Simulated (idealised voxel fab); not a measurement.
The document below concerns the process module designated voxel transistor to metal.
The cross-section shown here is cut; it is 280 nm wide and divided into square cells measuring 5 nm on a side.
How to read a cross-section here: the picture is a grid of square cells, written as bands going from the top down, and any band can span one or more rows of cells. The band entry comprises the height of the band's top followed by the height of its bottom, expressed in nm, and subsequently the band's materials from left to right, each stated together with its width in nm. Where a single material is marked with the word "full width", that material fills the band from edge to edge. The word "empty" represents empty space. Height reference: 0 = level under which incoming wafer is all one material. Lowest band: no bottom, runs on downward, e.g. "0 -> down". Read "30..40" as a graded width: first number on top, second number at the bottom, same change between each pair of neighbouring rows. "all unchanged" -> step changed no cross-section cell. The entry "Voids, sealed" lists the empty spaces that cover at least 8 cells and have no open path to the top. Each is written as width x height at distance, where the distance is measured from the left edge and all three values are in nm. If you see something after the settings on a step's line, that's the simulator's own remark about that step. What "overlay nm" on a step's line means: if the step has a mask, that mask lay this far to the right of its planned place, or, when the value is negative, to the left. If you're wondering how to read the rest of this, here's the deal. It's pairs of cross-sections: one from before a process step, one from after it. The after one is only drawn as far down as the lowest band that changed. Right under each pair you'll see which step sits between them and what its settings were. Don't read the pairs as one continuous story, though. They can come from different runs of this module on the same starting wafer, and a pair only carries on from the one above it where its entry headed "Preceding state" says so.
Preceding state
    40 -> 25 = SiO2 30 nm  empty 35 nm  SiO2 25 nm  empty 35 nm  SiO2 30 nm  empty 35 nm  SiO2 25 nm  empty 35 nm  SiO2 30 nm
    25 -> 10 = SiO2 30 nm  empty 30 nm  SiN 5 nm  SiO2 5 nm  SiCN 15 nm  SiO2 5 nm  SiN 5 nm  empty 30 nm  SiO2 30 nm  empty 30 nm  SiN 5 nm  SiO2 5 nm  SiCN 15 nm  SiO2 5 nm  SiN 5 nm  empty 30 nm  SiO2 30 nm
    10 -> 5 = SiO2 30 nm  empty 30 nm  SiN 5 nm  SiO2 5 nm  polySi 15 nm  SiO2 5 nm  SiN 5 nm  empty 30 nm  SiO2 30 nm  empty 30 nm  SiN 5 nm  SiO2 5 nm  polySi 15 nm  SiO2 5 nm  SiN 5 nm  empty 30 nm  SiO2 30 nm
    5 -> 0 = SiO2 30 nm  empty 15 nm  pSi 15 nm  SiN 5 nm  SiO2 5 nm  polySi 15 nm  SiO2 5 nm  SiN 5 nm  pSi 15 nm  empty 15 nm  SiO2 30 nm  empty 15 nm  pSi 15 nm  SiN 5 nm  SiO2 5 nm  polySi 15 nm  SiO2 5 nm  SiN 5 nm  pSi 15 nm  empty 15 nm  SiO2 30 nm
    0 -> -5 = SiO2 25 nm  SiN 5 nm  empty 15 nm  pSi 15 nm  SiN 5 nm  SiO2 5 nm  polySi 15 nm  SiO2 5 nm  SiN 5 nm  pSi 15 nm  empty 15 nm  SiN 5 nm  SiO2 20 nm  SiN 5 nm  empty 15 nm  pSi 15 nm  SiN 5 nm  SiO2 5 nm  polySi 15 nm  SiO2 5 nm  SiN 5 nm  pSi 15 nm  empty 15 nm  SiN 5 nm  SiO2 25 nm
    -5 -> -10 = SiO2 30 nm  pSi 30 nm  SiO2 35 nm  pSi 30 nm  SiO2 30 nm  pSi 30 nm  SiO2 35 nm  pSi 30 nm  SiO2 30 nm
    -10 -> -20 = SiO2 30 nm  pSi 30 nm  Si 35 nm  pSi 30 nm  SiO2 30 nm  pSi 30 nm  Si 35 nm  pSi 30 nm  SiO2 30 nm
    -20 -> -40 = SiO2 30 nm  Si 95 nm  SiO2 30 nm  Si 95 nm  SiO2 30 nm
    -40 -> down = Si full width
    Voids, sealed: none
Post-Step Cross-Section
    45 -> 40 = TiN 35 nm  empty 25 nm  TiN 35 nm  empty 25 nm  TiN 40 nm  empty 25 nm  TiN 35 nm  empty 25 nm  TiN 35 nm
    40 -> 30 = SiO2 30 nm  TiN 5 nm  empty 25 nm  TiN 5 nm  SiO2 25 nm  TiN 5 nm  empty 25 nm  TiN 5 nm  SiO2 30 nm  TiN 5 nm  empty 25 nm  TiN 5 nm  SiO2 25 nm  TiN 5 nm  empty 25 nm  TiN 5 nm  SiO2 30 nm
    30 -> 25 = SiO2 30 nm  TiN 5 nm  empty 20 nm  TiN 10 nm  SiO2 25 nm  TiN 10 nm  empty 20 nm  TiN 5 nm  SiO2 30 nm  TiN 5 nm  empty 20 nm  TiN 10 nm  SiO2 25 nm  TiN 10 nm  empty 20 nm  TiN 5 nm  SiO2 30 nm
    25 -> 10 = SiO2 30 nm  TiN 5 nm  empty 20 nm  TiN 5 nm  SiN 5 nm  SiO2 5 nm  SiCN 15 nm  SiO2 5 nm  SiN 5 nm  TiN 5 nm  empty 20 nm  TiN 5 nm  SiO2 30 nm  TiN 5 nm  empty 20 nm  TiN 5 nm  SiN 5 nm  SiO2 5 nm  SiCN 15 nm  SiO2 5 nm  SiN 5 nm  TiN 5 nm  empty 20 nm  TiN 5 nm  SiO2 30 nm
    10 -> 5 = SiO2 30 nm  TiN 5 nm  empty 5 nm  TiN 20 nm  SiN 5 nm  SiO2 5 nm  polySi 15 nm  SiO2 5 nm  SiN 5 nm  TiN 20 nm  empty 5 nm  TiN 5 nm  SiO2 30 nm  TiN 5 nm  empty 5 nm  TiN 20 nm  SiN 5 nm  SiO2 5 nm  polySi 15 nm  SiO2 5 nm  SiN 5 nm  TiN 20 nm  empty 5 nm  TiN 5 nm  SiO2 30 nm
    5 -> 0 = SiO2 30 nm  TiN 5 nm  empty 5 nm  TiN 5 nm  pSi 15 nm  SiN 5 nm  SiO2 5 nm  polySi 15 nm  SiO2 5 nm  SiN 5 nm  pSi 15 nm  TiN 5 nm  empty 5 nm  TiN 5 nm  SiO2 30 nm  TiN 5 nm  empty 5 nm  TiN 5 nm  pSi 15 nm  SiN 5 nm  SiO2 5 nm  polySi 15 nm  SiO2 5 nm  SiN 5 nm  pSi 15 nm  TiN 5 nm  empty 5 nm  TiN 5 nm  SiO2 30 nm
    0 -> -5 = SiO2 25 nm  SiN 5 nm  TiN 15 nm  pSi 15 nm  SiN 5 nm  SiO2 5 nm  polySi 15 nm  SiO2 5 nm  SiN 5 nm  pSi 15 nm  TiN 15 nm  SiN 5 nm  SiO2 20 nm  SiN 5 nm  TiN 15 nm  pSi 15 nm  SiN 5 nm  SiO2 5 nm  polySi 15 nm  SiO2 5 nm  SiN 5 nm  pSi 15 nm  TiN 15 nm  SiN 5 nm  SiO2 25 nm
    Unchanged below -5.
    Voids, sealed: none
Before/after cross-sections above; step in between: CONFORMAL_DEP: material TiN, thk nm 5
Preceding state: unchanged from the after cross-section in the pair immediately above; refer to that figure.
Post-Step Cross-Section
    55 -> 45 = Ru full width
    45 -> 40 = TiN 35 nm  Ru 25 nm  TiN 35 nm  Ru 25 nm  TiN 40 nm  Ru 25 nm  TiN 35 nm  Ru 25 nm  TiN 35 nm
    40 -> 30 = SiO2 30 nm  TiN 5 nm  Ru 25 nm  TiN 5 nm  SiO2 25 nm  TiN 5 nm  Ru 25 nm  TiN 5 nm  SiO2 30 nm  TiN 5 nm  Ru 25 nm  TiN 5 nm  SiO2 25 nm  TiN 5 nm  Ru 25 nm  TiN 5 nm  SiO2 30 nm
    30 -> 25 = SiO2 30 nm  TiN 5 nm  Ru 20 nm  TiN 10 nm  SiO2 25 nm  TiN 10 nm  Ru 20 nm  TiN 5 nm  SiO2 30 nm  TiN 5 nm  Ru 20 nm  TiN 10 nm  SiO2 25 nm  TiN 10 nm  Ru 20 nm  TiN 5 nm  SiO2 30 nm
    25 -> 10 = SiO2 30 nm  TiN 5 nm  Ru 20 nm  TiN 5 nm  SiN 5 nm  SiO2 5 nm  SiCN 15 nm  SiO2 5 nm  SiN 5 nm  TiN 5 nm  Ru 20 nm  TiN 5 nm  SiO2 30 nm  TiN 5 nm  Ru 20 nm  TiN 5 nm  SiN 5 nm  SiO2 5 nm  SiCN 15 nm  SiO2 5 nm  SiN 5 nm  TiN 5 nm  Ru 20 nm  TiN 5 nm  SiO2 30 nm
    10 -> 5 = SiO2 30 nm  TiN 5 nm  Ru 5 nm  TiN 20 nm  SiN 5 nm  SiO2 5 nm  polySi 15 nm  SiO2 5 nm  SiN 5 nm  TiN 20 nm  Ru 5 nm  TiN 5 nm  SiO2 30 nm  TiN 5 nm  Ru 5 nm  TiN 20 nm  SiN 5 nm  SiO2 5 nm  polySi 15 nm  SiO2 5 nm  SiN 5 nm  TiN 20 nm  Ru 5 nm  TiN 5 nm  SiO2 30 nm
    5 -> 0 = SiO2 30 nm  TiN 5 nm  Ru 5 nm  TiN 5 nm  pSi 15 nm  SiN 5 nm  SiO2 5 nm  polySi 15 nm  SiO2 5 nm  SiN 5 nm  pSi 15 nm  TiN 5 nm  Ru 5 nm  TiN 5 nm  SiO2 30 nm  TiN 5 nm  Ru 5 nm  TiN 5 nm  pSi 15 nm  SiN 5 nm  SiO2 5 nm  polySi 15 nm  SiO2 5 nm  SiN 5 nm  pSi 15 nm  TiN 5 nm  Ru 5 nm  TiN 5 nm  SiO2 30 nm
    Unchanged below 0.
    Voids, sealed: none
Before/after cross-sections above; step in between: FILL_DEP: material Ru, thk nm 10
Preceding state: unchanged from the after cross-section in the pair immediately above; refer to that figure.
Post-Step Cross-Section
    40 -> 30 = SiO2 30 nm  TiN 5 nm  Ru 25 nm  TiN 5 nm  SiO2 25 nm  TiN 5 nm  Ru 25 nm  TiN 5 nm  SiO2 30 nm  TiN 5 nm  Ru 25 nm  TiN 5 nm  SiO2 25 nm  TiN 5 nm  Ru 25 nm  TiN 5 nm  SiO2 30 nm
    Unchanged below 30.
    Voids, sealed: none
Before/after cross-sections above; step in between: CMP: height nm 40
Preceding state: unchanged from the after cross-section in the pair immediately above; refer to that figure.
Post-Step Cross-Section
    45 -> 40 = TiN full width
    Unchanged below 40.
    Voids, sealed: none
Before/after cross-sections above; step in between: DIRECTIONAL_DEP: material TiN, thk nm 5
Preceding state: unchanged from the after cross-section in the pair immediately above; refer to that figure.
Post-Step Cross-Section
    65 -> 45 = W full width
    Unchanged below 45.
    Voids, sealed: none
Before/after cross-sections above; step in between: DIRECTIONAL_DEP: material W, thk nm 20
Preceding state: unchanged from the after cross-section in the pair immediately above; refer to that figure.
Post-Step Cross-Section
    65 -> 45 = empty 30 nm  W 20 nm  empty 55 nm  W 20 nm  empty 30 nm  W 20 nm  empty 55 nm  W 20 nm  empty 30 nm
    Unchanged below 45.
    Voids, sealed: none
Before/after cross-sections above; step in between: MASKED_ETCH: tone cover, mask id METAL_1, width nm 20, etch materials W, depth nm 20, overlay nm 0
Preceding state: unchanged from the after cross-section in the pair immediately above; refer to that figure.
Post-Step Cross-Section
    65 -> 45 = empty 30 nm  W 20 nm  empty 55 nm  W 20 nm  empty 30 nm  W 20 nm  empty 55 nm  W 20 nm  empty 30 nm
    45 -> 40 = empty 30 nm  TiN 20 nm  empty 55 nm  TiN 20 nm  empty 30 nm  TiN 20 nm  empty 55 nm  TiN 20 nm  empty 30 nm
    Unchanged below 40.
    Voids, sealed: none
Before/after cross-sections above; step in between: MASKED_ETCH: tone cover, mask id METAL_1, width nm 20, etch materials TiN, depth nm 5, overlay nm 0
Preceding state: unchanged from the after cross-section in the pair immediately above; refer to that figure.
Post-Step Cross-Section
    70 -> 65 = lowk full width
    65 -> 45 = lowk 30 nm  W 20 nm  lowk 55 nm  W 20 nm  lowk 30 nm  W 20 nm  lowk 55 nm  W 20 nm  lowk 30 nm
    45 -> 40 = lowk 30 nm  TiN 20 nm  lowk 55 nm  TiN 20 nm  lowk 30 nm  TiN 20 nm  lowk 55 nm  TiN 20 nm  lowk 30 nm
    Unchanged below 40.
    Voids, sealed: none
Before/after cross-sections above; step in between: FILL_DEP: material lowk, thk nm 5
Preceding state: unchanged from the after cross-section in the pair immediately above; refer to that figure.
Post-Step Cross-Section
    65 -> 45 = lowk 30 nm  W 20 nm  lowk 55 nm  W 20 nm  lowk 30 nm  W 20 nm  lowk 55 nm  W 20 nm  lowk 30 nm
    Unchanged below 45.
    Voids, sealed: none
Before/after cross-sections above; step in between: CMP: height nm 65
Preceding state: unchanged from the after cross-section in the pair immediately above; refer to that figure.
Post-Step Cross-Section
    70 -> 65 = SiN full width
    Unchanged below 65.
    Voids, sealed: none
Before/after cross-sections above; step in between: CONFORMAL_DEP: material SiN, thk nm 5
Preceding state
    50 -> 45 = aC 20 nm  empty 115 nm  aC 10 nm  empty 115 nm  aC 20 nm
    45 -> 35 = aC full width
    35 -> 30 = SiCN 20 nm  aC 115 nm  SiCN 10 nm  aC 115 nm  SiCN 20 nm
    30 -> 20 = SiCN full width
    20 -> 15 = polySi 20 nm  SiCN 115 nm  polySi 10 nm  SiCN 115 nm  polySi 20 nm
    15 -> 0 = polySi full width
    0 -> -5 = SiO2 20 nm  polySi 115 nm  SiO2 10 nm  polySi 115 nm  SiO2 20 nm
    -5 -> -10 = SiO2 full width
    -10 -> -40 = SiO2 30 nm  Si 95 nm  SiO2 30 nm  Si 95 nm  SiO2 30 nm
    -40 -> down = Si full width
    Voids, sealed: none
Post-Step Cross-Section
    80 -> 50 = empty 65 nm  resist 25 nm  empty 100 nm  resist 25 nm  empty 65 nm
    50 -> 45 = aC 20 nm  empty 45 nm  resist 25 nm  empty 45 nm  aC 10 nm  empty 45 nm  resist 25 nm  empty 45 nm  aC 20 nm
    Unchanged below 45.
    Voids, sealed: none
Before/after cross-sections above; step in between: PATTERN: tone cover, mask id GATE, material resist, width nm 25, pitch nm 125, thk nm 30, overlay nm 0
Preceding state: unchanged from the after cross-section in the pair immediately above; refer to that figure.
Post-Step Cross-Section
    65 -> 45 = empty 65 nm  resist 25 nm  empty 100 nm  resist 25 nm  empty 65 nm
    45 -> 35 = empty 65 nm  aC 25 nm  empty 100 nm  aC 25 nm  empty 65 nm
    35 -> 30 = SiCN 20 nm  empty 45 nm  aC 25 nm  empty 45 nm  SiCN 10 nm  empty 45 nm  aC 25 nm  empty 45 nm  SiCN 20 nm
    Unchanged below 30.
    Voids, sealed: none
Before/after cross-sections above; step in between: DIRECTIONAL_ETCH: etch materials aC, depth nm 15
Preceding state: unchanged from the after cross-section in the pair immediately above; refer to that figure.
Post-Step Cross-Section
    45 -> 35 = empty 65 nm  aC 25 nm  empty 100 nm  aC 25 nm  empty 65 nm
    Unchanged below 35.
    Voids, sealed: none
Before/after cross-sections above; step in between: STRIP: etch materials resist
Preceding state: unchanged from the after cross-section in the pair immediately above; refer to that figure.
Post-Step Cross-Section
    45 -> 30 = empty 65 nm  aC 25 nm  empty 100 nm  aC 25 nm  empty 65 nm
    30 -> 20 = empty 65 nm  SiCN 25 nm  empty 100 nm  SiCN 25 nm  empty 65 nm
    20 -> 15 = polySi 20 nm  empty 45 nm  SiCN 25 nm  empty 45 nm  polySi 10 nm  empty 45 nm  SiCN 25 nm  empty 45 nm  polySi 20 nm
    Unchanged below 15.
    Voids, sealed: none
Before/after cross-sections above; step in between: DIRECTIONAL_ETCH: etch materials SiCN, depth nm 25
Preceding state: unchanged from the after cross-section in the pair immediately above; refer to that figure.
Post-Step Cross-Section
    45 -> 30 = empty 65 nm  aC 25 nm  empty 100 nm  aC 25 nm  empty 65 nm
    30 -> 15 = empty 65 nm  SiCN 25 nm  empty 100 nm  SiCN 25 nm  empty 65 nm
    15 -> 0 = empty 65 nm  polySi 25 nm  empty 100 nm  polySi 25 nm  empty 65 nm
    0 -> -5 = SiO2 20 nm  empty 45 nm  polySi 25 nm  empty 45 nm  SiO2 10 nm  empty 45 nm  polySi 25 nm  empty 45 nm  SiO2 20 nm
    Unchanged below -5.
    Voids, sealed: none
Before/after cross-sections above; step in between: DIRECTIONAL_ETCH: etch materials polySi, depth nm 30
Preceding state: unchanged from the after cross-section in the pair immediately above; refer to that figure.
Post-Step Cross-Section
    30 -> 15 = empty 65 nm  SiCN 25 nm  empty 100 nm  SiCN 25 nm  empty 65 nm
    Unchanged below 15.
    Voids, sealed: none
Before/after cross-sections above; step in between: STRIP: etch materials aC
Preceding state: unchanged from the after cross-section in the pair immediately above; refer to that figure.
Post-Step Cross-Section
    35 -> 30 = empty 60 nm  SiO2 35 nm  empty 90 nm  SiO2 35 nm  empty 60 nm
    30 -> 15 = empty 60 nm  SiO2 5 nm  SiCN 25 nm  SiO2 5 nm  empty 90 nm  SiO2 5 nm  SiCN 25 nm  SiO2 5 nm  empty 60 nm
    15 -> 5 = empty 60 nm  SiO2 5 nm  polySi 25 nm  SiO2 5 nm  empty 90 nm  SiO2 5 nm  polySi 25 nm  SiO2 5 nm  empty 60 nm
    5 -> 0 = SiO2 25 nm  empty 35 nm  SiO2 5 nm  polySi 25 nm  SiO2 5 nm  empty 35 nm  SiO2 20 nm  empty 35 nm  SiO2 5 nm  polySi 25 nm  SiO2 5 nm  empty 35 nm  SiO2 25 nm
    0 -> -5 = SiO2 65 nm  polySi 25 nm  SiO2 100 nm  polySi 25 nm  SiO2 65 nm
    Unchanged below -5.
    Voids, sealed: none
Before/after cross-sections above; step in between: CONFORMAL_DEP: material SiO2, thk nm 5
Preceding state: unchanged from the after cross-section in the pair immediately above; refer to that figure.
Post-Step Cross-Section
    30 -> 15 = empty 60 nm  SiO2 5 nm  SiCN 25 nm  SiO2 5 nm  empty 90 nm  SiO2 5 nm  SiCN 25 nm  SiO2 5 nm  empty 60 nm
    15 -> 0 = empty 60 nm  SiO2 5 nm  polySi 25 nm  SiO2 5 nm  empty 90 nm  SiO2 5 nm  polySi 25 nm  SiO2 5 nm  empty 60 nm
    0 -> -5 = SiO2 25 nm  empty 35 nm  SiO2 5 nm  polySi 25 nm  SiO2 5 nm  empty 35 nm  SiO2 20 nm  empty 35 nm  SiO2 5 nm  polySi 25 nm  SiO2 5 nm  empty 35 nm  SiO2 25 nm
    Unchanged below -5.
    Voids, sealed: none
Before/after cross-sections above; step in between: DIRECTIONAL_ETCH: etch materials SiO2, depth nm 5
Preceding state: unchanged from the after cross-section in the pair immediately above; refer to that figure.
Post-Step Cross-Section
    35 -> 30 = empty 55 nm  SiN 45 nm  empty 80 nm  SiN 45 nm  empty 55 nm
    30 -> 15 = empty 55 nm  SiN 5 nm  SiO2 5 nm  SiCN 25 nm  SiO2 5 nm  SiN 5 nm  empty 80 nm  SiN 5 nm  SiO2 5 nm  SiCN 25 nm  SiO2 5 nm  SiN 5 nm  empty 55 nm
    15 -> 5 = empty 55 nm  SiN 5 nm  SiO2 5 nm  polySi 25 nm  SiO2 5 nm  SiN 5 nm  empty 80 nm  SiN 5 nm  SiO2 5 nm  polySi 25 nm  SiO2 5 nm  SiN 5 nm  empty 55 nm
    5 -> 0 = SiN 30 nm  empty 25 nm  SiN 5 nm  SiO2 5 nm  polySi 25 nm  SiO2 5 nm  SiN 5 nm  empty 25 nm  SiN 30 nm  empty 25 nm  SiN 5 nm  SiO2 5 nm  polySi 25 nm  SiO2 5 nm  SiN 5 nm  empty 25 nm  SiN 30 nm
    0 -> -5 = SiO2 25 nm  SiN 35 nm  SiO2 5 nm  polySi 25 nm  SiO2 5 nm  SiN 35 nm  SiO2 20 nm  SiN 35 nm  SiO2 5 nm  polySi 25 nm  SiO2 5 nm  SiN 35 nm  SiO2 25 nm
    Unchanged below -5.
    Voids, sealed: none
Before/after cross-sections above; step in between: CONFORMAL_DEP: material SiN, thk nm 5
Preceding state: unchanged from the after cross-section in the pair immediately above; refer to that figure.
Post-Step Cross-Section
    30 -> 15 = empty 55 nm  SiN 5 nm  SiO2 5 nm  SiCN 25 nm  SiO2 5 nm  SiN 5 nm  empty 80 nm  SiN 5 nm  SiO2 5 nm  SiCN 25 nm  SiO2 5 nm  SiN 5 nm  empty 55 nm
    15 -> 0 = empty 55 nm  SiN 5 nm  SiO2 5 nm  polySi 25 nm  SiO2 5 nm  SiN 5 nm  empty 80 nm  SiN 5 nm  SiO2 5 nm  polySi 25 nm  SiO2 5 nm  SiN 5 nm  empty 55 nm
    0 -> -5 = SiO2 25 nm  SiN 5 nm  empty 25 nm  SiN 5 nm  SiO2 5 nm  polySi 25 nm  SiO2 5 nm  SiN 5 nm  empty 25 nm  SiN 5 nm  SiO2 20 nm  SiN 5 nm  empty 25 nm  SiN 5 nm  SiO2 5 nm  polySi 25 nm  SiO2 5 nm  SiN 5 nm  empty 25 nm  SiN 5 nm  SiO2 25 nm
    Unchanged below -5.
    Voids, sealed: none
Before/after cross-sections above; step in between: DIRECTIONAL_ETCH: etch materials SiN, depth nm 5
Preceding state: unchanged from the after cross-section in the pair immediately above; refer to that figure.
Post-Step Cross-Section
    30 -> 25 = empty 55 nm  SiN 5 nm  empty 5 nm  SiCN 25 nm  empty 5 nm  SiN 5 nm  empty 80 nm  SiN 5 nm  empty 5 nm  SiCN 25 nm  empty 5 nm  SiN 5 nm  empty 55 nm
    25 -> 15 = empty 55 nm  SiN 5 nm  SiO2 5 nm  SiCN 25 nm  SiO2 5 nm  SiN 5 nm  empty 80 nm  SiN 5 nm  SiO2 5 nm  SiCN 25 nm  SiO2 5 nm  SiN 5 nm  empty 55 nm
    15 -> 0 = empty 55 nm  SiN 5 nm  SiO2 5 nm  polySi 25 nm  SiO2 5 nm  SiN 5 nm  empty 80 nm  SiN 5 nm  SiO2 5 nm  polySi 25 nm  SiO2 5 nm  SiN 5 nm  empty 55 nm
    0 -> -5 = empty 25 nm  SiN 5 nm  empty 25 nm  SiN 5 nm  SiO2 5 nm  polySi 25 nm  SiO2 5 nm  SiN 5 nm  empty 25 nm  SiN 5 nm  empty 20 nm  SiN 5 nm  empty 25 nm  SiN 5 nm  SiO2 5 nm  polySi 25 nm  SiO2 5 nm  SiN 5 nm  empty 25 nm  SiN 5 nm  empty 25 nm
    -5 -> -10 = SiO2 30 nm  empty 25 nm  SiO2 45 nm  empty 25 nm  SiO2 30 nm  empty 25 nm  SiO2 45 nm  empty 25 nm  SiO2 30 nm
    Unchanged below -10.
    Voids, sealed: none
Before/after cross-sections above; step in between: DIRECTIONAL_ETCH: etch materials SiO2, depth nm 5
Preceding state: unchanged from the after cross-section in the pair immediately above; refer to that figure.
Post-Step Cross-Section
    30 -> 25 = empty 55 nm  SiN 5 nm  empty 5 nm  SiCN 25 nm  empty 5 nm  SiN 5 nm  empty 80 nm  SiN 5 nm  empty 5 nm  SiCN 25 nm  empty 5 nm  SiN 5 nm  empty 55 nm
    25 -> 15 = empty 55 nm  SiN 5 nm  SiO2 5 nm  SiCN 25 nm  SiO2 5 nm  SiN 5 nm  empty 80 nm  SiN 5 nm  SiO2 5 nm  SiCN 25 nm  SiO2 5 nm  SiN 5 nm  empty 55 nm
    15 -> 0 = empty 55 nm  SiN 5 nm  SiO2 5 nm  polySi 25 nm  SiO2 5 nm  SiN 5 nm  empty 80 nm  SiN 5 nm  SiO2 5 nm  polySi 25 nm  SiO2 5 nm  SiN 5 nm  empty 55 nm
    0 -> -5 = empty 25 nm  SiN 5 nm  empty 25 nm  SiN 5 nm  SiO2 5 nm  polySi 25 nm  SiO2 5 nm  SiN 5 nm  empty 25 nm  SiN 5 nm  empty 20 nm  SiN 5 nm  empty 25 nm  SiN 5 nm  SiO2 5 nm  polySi 25 nm  SiO2 5 nm  SiN 5 nm  empty 25 nm  SiN 5 nm  empty 25 nm
    -5 -> -10 = SiO2 30 nm  empty 25 nm  SiO2 45 nm  empty 25 nm  SiO2 30 nm  empty 25 nm  SiO2 45 nm  empty 25 nm  SiO2 30 nm
    -10 -> -20 = SiO2 30 nm  empty 25 nm  Si 45 nm  empty 25 nm  SiO2 30 nm  empty 25 nm  Si 45 nm  empty 25 nm  SiO2 30 nm
    Unchanged below -20.
    Voids, sealed: none
Before/after cross-sections above; step in between: DIRECTIONAL_ETCH: etch materials Si, depth nm 10
Preceding state: unchanged from the after cross-section in the pair immediately above; refer to that figure.
Post-Step Cross-Section
    30 -> 25 = empty 55 nm  SiN 5 nm  empty 5 nm  SiCN 25 nm  empty 5 nm  SiN 5 nm  empty 80 nm  SiN 5 nm  empty 5 nm  SiCN 25 nm  empty 5 nm  SiN 5 nm  empty 55 nm
    25 -> 15 = empty 55 nm  SiN 5 nm  SiO2 5 nm  SiCN 25 nm  SiO2 5 nm  SiN 5 nm  empty 80 nm  SiN 5 nm  SiO2 5 nm  SiCN 25 nm  SiO2 5 nm  SiN 5 nm  empty 55 nm
    15 -> 5 = empty 55 nm  SiN 5 nm  SiO2 5 nm  polySi 25 nm  SiO2 5 nm  SiN 5 nm  empty 80 nm  SiN 5 nm  SiO2 5 nm  polySi 25 nm  SiO2 5 nm  SiN 5 nm  empty 55 nm
    5 -> 0 = empty 40 nm  pSi 15 nm  SiN 5 nm  SiO2 5 nm  polySi 25 nm  SiO2 5 nm  SiN 5 nm  pSi 15 nm  empty 50 nm  pSi 15 nm  SiN 5 nm  SiO2 5 nm  polySi 25 nm  SiO2 5 nm  SiN 5 nm  pSi 15 nm  empty 40 nm
    0 -> -5 = empty 25 nm  SiN 5 nm  empty 10 nm  pSi 15 nm  SiN 5 nm  SiO2 5 nm  polySi 25 nm  SiO2 5 nm  SiN 5 nm  pSi 15 nm  empty 10 nm  SiN 5 nm  empty 20 nm  SiN 5 nm  empty 10 nm  pSi 15 nm  SiN 5 nm  SiO2 5 nm  polySi 25 nm  SiO2 5 nm  SiN 5 nm  pSi 15 nm  empty 10 nm  SiN 5 nm  empty 25 nm
    -5 -> -10 = SiO2 30 nm  pSi 25 nm  SiO2 45 nm  pSi 25 nm  SiO2 30 nm  pSi 25 nm  SiO2 45 nm  pSi 25 nm  SiO2 30 nm
    -10 -> -20 = SiO2 30 nm  pSi 25 nm  Si 45 nm  pSi 25 nm  SiO2 30 nm  pSi 25 nm  Si 45 nm  pSi 25 nm  SiO2 30 nm
    Unchanged below -20.
    Voids, sealed: none
Before/after cross-sections above; step in between: EPI: material pSi, thk nm 15
Preceding state: unchanged from the after cross-section in the pair immediately above; refer to that figure.
Post-Step Cross-Section
    35 -> 30 = SiO2 full width
    30 -> 15 = SiO2 55 nm  SiN 5 nm  SiO2 5 nm  SiCN 25 nm  SiO2 5 nm  SiN 5 nm  SiO2 80 nm  SiN 5 nm  SiO2 5 nm  SiCN 25 nm  SiO2 5 nm  SiN 5 nm  SiO2 55 nm
    15 -> 5 = SiO2 55 nm  SiN 5 nm  SiO2 5 nm  polySi 25 nm  SiO2 5 nm  SiN 5 nm  SiO2 80 nm  SiN 5 nm  SiO2 5 nm  polySi 25 nm  SiO2 5 nm  SiN 5 nm  SiO2 55 nm
    5 -> 0 = SiO2 40 nm  pSi 15 nm  SiN 5 nm  SiO2 5 nm  polySi 25 nm  SiO2 5 nm  SiN 5 nm  pSi 15 nm  SiO2 50 nm  pSi 15 nm  SiN 5 nm  SiO2 5 nm  polySi 25 nm  SiO2 5 nm  SiN 5 nm  pSi 15 nm  SiO2 40 nm
    0 -> -5 = SiO2 25 nm  SiN 5 nm  SiO2 10 nm  pSi 15 nm  SiN 5 nm  SiO2 5 nm  polySi 25 nm  SiO2 5 nm  SiN 5 nm  pSi 15 nm  SiO2 10 nm  SiN 5 nm  SiO2 20 nm  SiN 5 nm  SiO2 10 nm  pSi 15 nm  SiN 5 nm  SiO2 5 nm  polySi 25 nm  SiO2 5 nm  SiN 5 nm  pSi 15 nm  SiO2 10 nm  SiN 5 nm  SiO2 25 nm
    Unchanged below -5.
    Voids, sealed: none
Before/after cross-sections above; step in between: FILL_DEP: material SiO2, thk nm 5
Preceding state: unchanged from the after cross-section in the pair immediately above; refer to that figure.
Post-Step Cross-Section
    30 -> 15 = SiO2 55 nm  SiN 5 nm  SiO2 5 nm  SiCN 25 nm  SiO2 5 nm  SiN 5 nm  SiO2 80 nm  SiN 5 nm  SiO2 5 nm  SiCN 25 nm  SiO2 5 nm  SiN 5 nm  SiO2 55 nm
    Unchanged below 15.
    Voids, sealed: none
Before/after cross-sections above; step in between: CMP: height nm 30
Preceding state: unchanged from the after cross-section in the pair immediately above; refer to that figure.
Post-Step Cross-Section
    40 -> 30 = SiO2 full width
    Unchanged below 30.
    Voids, sealed: none
Before/after cross-sections above; step in between: DIRECTIONAL_DEP: material SiO2, thk nm 10
Preceding state: unchanged from the after cross-section in the pair immediately above; refer to that figure.
Post-Step Cross-Section
    40 -> 30 = SiO2 30 nm  empty 35 nm  SiO2 25 nm  empty 35 nm  SiO2 30 nm  empty 35 nm  SiO2 25 nm  empty 35 nm  SiO2 30 nm
    30 -> 15 = SiO2 30 nm  empty 25 nm  SiN 5 nm  empty 5 nm  SiCN 25 nm  empty 5 nm  SiN 5 nm  empty 25 nm  SiO2 30 nm  empty 25 nm  SiN 5 nm  empty 5 nm  SiCN 25 nm  empty 5 nm  SiN 5 nm  empty 25 nm  SiO2 30 nm
    15 -> 5 = SiO2 30 nm  empty 25 nm  SiN 5 nm  empty 5 nm  polySi 25 nm  empty 5 nm  SiN 5 nm  empty 25 nm  SiO2 30 nm  empty 25 nm  SiN 5 nm  empty 5 nm  polySi 25 nm  empty 5 nm  SiN 5 nm  empty 25 nm  SiO2 30 nm
    5 -> 0 = SiO2 30 nm  empty 10 nm  pSi 15 nm  SiN 5 nm  empty 5 nm  polySi 25 nm  empty 5 nm  SiN 5 nm  pSi 15 nm  empty 10 nm  SiO2 30 nm  empty 10 nm  pSi 15 nm  SiN 5 nm  empty 5 nm  polySi 25 nm  empty 5 nm  SiN 5 nm  pSi 15 nm  empty 10 nm  SiO2 30 nm
    0 -> -5 = SiO2 25 nm  SiN 5 nm  empty 10 nm  pSi 15 nm  SiN 5 nm  empty 5 nm  polySi 25 nm  empty 5 nm  SiN 5 nm  pSi 15 nm  empty 10 nm  SiN 5 nm  SiO2 20 nm  SiN 5 nm  empty 10 nm  pSi 15 nm  SiN 5 nm  empty 5 nm  polySi 25 nm  empty 5 nm  SiN 5 nm  pSi 15 nm  empty 10 nm  SiN 5 nm  SiO2 25 nm
    Unchanged below -5.
    Voids, sealed: none
Before/after cross-sections above; step in between: MASKED_ETCH: tone open, mask id CONTACT, width nm 35, etch materials SiO2, depth nm 45, overlay nm 0
